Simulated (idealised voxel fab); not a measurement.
A process module follows: voxel transistor to metal.
Square cells of 5 nm make up the cross-section cut, whose width is 180 nm.
The cross-sections in this document take the form of a grid made of square cells. They are written out as bands, in order from top to bottom. Each band consists of one or more rows of cells.
Heads up on the band format: heights come first, top then bottom, in nm. After that it's the materials left to right, each with its width in nm. A single material flagged "everywhere" fills the whole band edge to edge, and "air" means there's empty space there.
Measure heights from 0. That's the level where, below it, the as-received wafer is all one material. The lowest band is bottomless and extends downward; write it as in "0 nm and below".
Per-row width for "30..40": begins at first number (top row of band), ends at second number (bottom row), increment between rows held constant.
Reading "nothing different" for a step: not a cell of the cross-section changed in it.
Any empty space of 8 cells or more lacking an open way to the top shows up in "Enclosed internal voids" as width x height at distance, distance from the left edge, in nm.
Heads up: the bit after the settings on a step's line is the simulator's remark on that step.
overlay nm: on a step with a mask, how far right of its planned place the mask lay; negative means left.

# Here's what the planned process steps look like
1. RECEIVE with material Si
2. CONFORMAL_DEP with material SiO2, thk nm 5
3. CONFORMAL_DEP with material SiN, thk nm 15
4. MASKED_ETCH with tone cover, mask id ACTIVE, width nm 115, etch materials SiN, depth nm 15, overlay nm 0
5. MASKED_ETCH with tone cover, mask id ACTIVE, width nm 115, etch materials SiO2, depth nm 5, overlay nm 0
6. MASKED_ETCH with tone cover, mask id ACTIVE, width nm 115, etch materials Si, depth nm 25, overlay nm 0
7. OXIDIZE with depth nm 5
8. FILL_DEP with material SiO2, thk nm 10
9. CMP with height nm 20
10. SELECTIVE_ETCH with etch materials SiO2, depth nm 15
11. STRIP with etch materials SiN
12. SELECTIVE_ETCH with etch materials SiO2, depth nm 5
13. OXIDIZE with depth nm 5
14. DIRECTIONAL_DEP with material polySi, thk nm 30
15. DIRECTIONAL_DEP with material SiCN, thk nm 15
16. PATTERN with tone cover, mask id GATE, material resist, width nm 25, thk nm 15, overlay nm 0
17. DIRECTIONAL_ETCH with etch materials SiCN, depth nm 25
18. DIRECTIONAL_ETCH with etch materials polySi, depth nm 40
19. STRIP with etch materials resist
20. CONFORMAL_DEP with material SiN, thk nm 10
21. DIRECTIONAL_ETCH with etch materials SiN, depth nm 10
22. DIRECTIONAL_ETCH with etch materials SiO2, depth nm 5
23. DIRECTIONAL_ETCH with etch materials Si, depth nm 10
24. EPI with material pSi, thk nm 15
25. FILL_DEP with material SiO2, thk nm 10
26. CMP with height nm 45
27. DIRECTIONAL_DEP with material SiO2, thk nm 15
28. DIRECTIONAL_DEP with material aC, thk nm 15
29. PATTERN with tone open, mask id CONTACT, material resist, width nm 15, pitch nm 80, thk nm 30, overlay nm 0
30. DIRECTIONAL_ETCH with etch materials aC, depth nm 15
31. STRIP with etch materials resist
32. DIRECTIONAL_ETCH with etch materials SiO2, depth nm 60
33. STRIP with etch materials aC
34. CONFORMAL_DEP with material TiN, thk nm 5
35. FILL_DEP with material Ru, thk nm 5
36. CMP with height nm 60
37. CONFORMAL_DEP with material SiN, thk nm 5
38. DIRECTIONAL_DEP with material SiO2, thk nm 15
39. DIRECTIONAL_DEP with material aC, thk nm 10
40. PATTERN with tone open, mask id METAL_1, material resist, width nm 15, pitch nm 80, thk nm 30, overlay nm 0
41. DIRECTIONAL_ETCH with etch materials aC, depth nm 10
42. STRIP with etch materials resist
43. DIRECTIONAL_ETCH with etch materials SiO2, depth nm 15
44. DIRECTIONAL_ETCH with etch materials SiN, depth nm 5
45. STRIP with etch materials aC
46. CONFORMAL_DEP with material TiN, thk nm 5
47. FILL_DEP with material Ru, thk nm 5
48. CMP with height nm 80
49. CONFORMAL_DEP with material SiCN, thk nm 5
50. DIRECTIONAL_DEP with material SiO2, thk nm 30
51. DIRECTIONAL_DEP with material aC, thk nm 10
52. PATTERN with tone open, mask id METAL_2, material resist, width nm 15, pitch nm 80, thk nm 25, overlay nm 0
53. DIRECTIONAL_ETCH with etch materials aC, depth nm 10
54. STRIP with etch materials resist
55. DIRECTIONAL_ETCH with etch materials SiO2, depth nm 20
56. STRIP with etch materials aC
57. MASKED_ETCH with tone open, mask id METAL_2_HOLES, width nm 15, pitch nm 80, etch materials SiO2, depth nm 10, overlay nm 0
58. MASKED_ETCH with tone open, mask id METAL_2_HOLES, width nm 15, pitch nm 80, etch materials SiCN, depth nm 5, overlay nm 0
59. CONFORMAL_DEP with material TiN, thk nm 5
60. FILL_DEP with material Cu, thk nm 10
61. CMP with height nm 115
62. CONFORMAL_DEP with material SiN, thk nm 5

# Incoming wafer in cross-section (state: after step 1)
    0 nm and below: Si everywhere
    Enclosed internal voids: none

# Looking at the first of two wafers in cross-section at end of module - ran to plan
    120 nm to 115 nm: SiN everywhere
    115 nm to 85 nm: SiO2 (40), TiN (5), Cu (5), TiN (5), SiO2 (65), TiN (5), Cu (5), TiN (5), SiO2 (45)
    85 nm to 80 nm: SiCN (40), TiN (15), SiCN (65), TiN (15), SiCN (45)
    80 nm to 65 nm: SiO2 (40), TiN (5), Ru (5), TiN (5), SiO2 (65), TiN (5), Ru (5), TiN (5), SiO2 (45)
    65 nm to 60 nm: SiN (40), TiN (15), SiN (65), TiN (15), SiN (45)
    60 nm to 45 nm: SiO2 (40), TiN (5), Ru (5), TiN (5), SiO2 (65), TiN (5), Ru (5), TiN (5), SiO2 (45)
    45 nm to 30 nm: SiO2 (40), TiN (5), Ru (5), TiN (5), SiO2 (10), SiN (10), SiCN (25), SiN (10), SiO2 (10), TiN (5), Ru (5), TiN (5), SiO2 (45)
    30 nm to 15 nm: SiO2 (40), TiN (5), Ru (5), TiN (5), SiO2 (10), SiN (10), polySi (25), SiN (10), SiO2 (10), TiN (5), Ru (5), TiN (5), SiO2 (45)
    15 nm to 10 nm: SiO2 (40), TiN (15), SiO2 (10), SiN (10), polySi (25), SiN (10), SiO2 (10), TiN (15), SiO2 (45)
    10 nm to 0 nm: SiO2 (40), TiN (10), pSi (15), SiN (10), polySi (25), SiN (10), pSi (15), TiN (10), SiO2 (45)
    0 nm to -5 nm: SiO2 (30), pSi (35), SiO2 (45), pSi (35), SiO2 (35)
    -5 nm to -15 nm: SiO2 (35), pSi (30), Si (45), pSi (30), SiO2 (40)
    -15 nm to -30 nm: SiO2 (35), Si (105), SiO2 (40)
    -30 nm and below: Si everywhere
    Enclosed internal voids: none

# Wafer two cross-section, module end. Start and plan unchanged from wafer one; one mistake made during the run
    120 nm to 115 nm: SiN everywhere
    115 nm to 85 nm: SiO2 (40), TiN (5), Cu (5), TiN (5), SiO2 (65), TiN (5), Cu (5), TiN (5), SiO2 (45)
    85 nm to 80 nm: SiCN (40), TiN (15), SiCN (65), TiN (15), SiCN (45)
    80 nm to 65 nm: SiO2 (40), TiN (5), Ru (5), TiN (5), SiO2 (65), TiN (5), Ru (5), TiN (5), SiO2 (45)
    65 nm to 60 nm: SiN (40), TiN (15), SiN (65), TiN (15), SiN (45)
    60 nm to 45 nm: SiO2 (40), TiN (5), Ru (5), TiN (5), SiO2 (65), TiN (5), Ru (5), TiN (5), SiO2 (45)
    45 nm to 30 nm: SiO2 (40), TiN (5), Ru (5), TiN (5), SiO2 (10), SiN (10), SiCN (25), SiN (10), SiO2 (10), TiN (5), Ru (5), TiN (5), SiO2 (45)
    30 nm to 10 nm: SiO2 (40), TiN (5), Ru (5), TiN (5), SiO2 (10), SiN (10), polySi (25), SiN (10), SiO2 (10), TiN (5), Ru (5), TiN (5), SiO2 (45)
    10 nm to 5 nm: SiO2 (40), TiN (15), SiO2 (10), SiN (10), polySi (25), SiN (10), SiO2 (10), TiN (15), SiO2 (45)
    5 nm to 0 nm: SiN (75), polySi (25), SiN (80)
    0 nm to -5 nm: SiO2 everywhere
    -5 nm to -30 nm: SiO2 (35), Si (105), SiO2 (40)
    -30 nm and below: Si everywhere
    Enclosed internal voids: none
Processing error: for step 21, the planned setting was not used; the step was instead run as DIRECTIONAL_ETCH with etch materials SiN, depth nm 5
It is noted that, at the conclusion of processing, the second wafer exhibits a higher or lower cell count for certain materials relative to the first: 2 more of Ru; 24 more of Si; 27 more of SiN; 1 more of SiO2; 4 fewer of TiN; 50 fewer of pSi
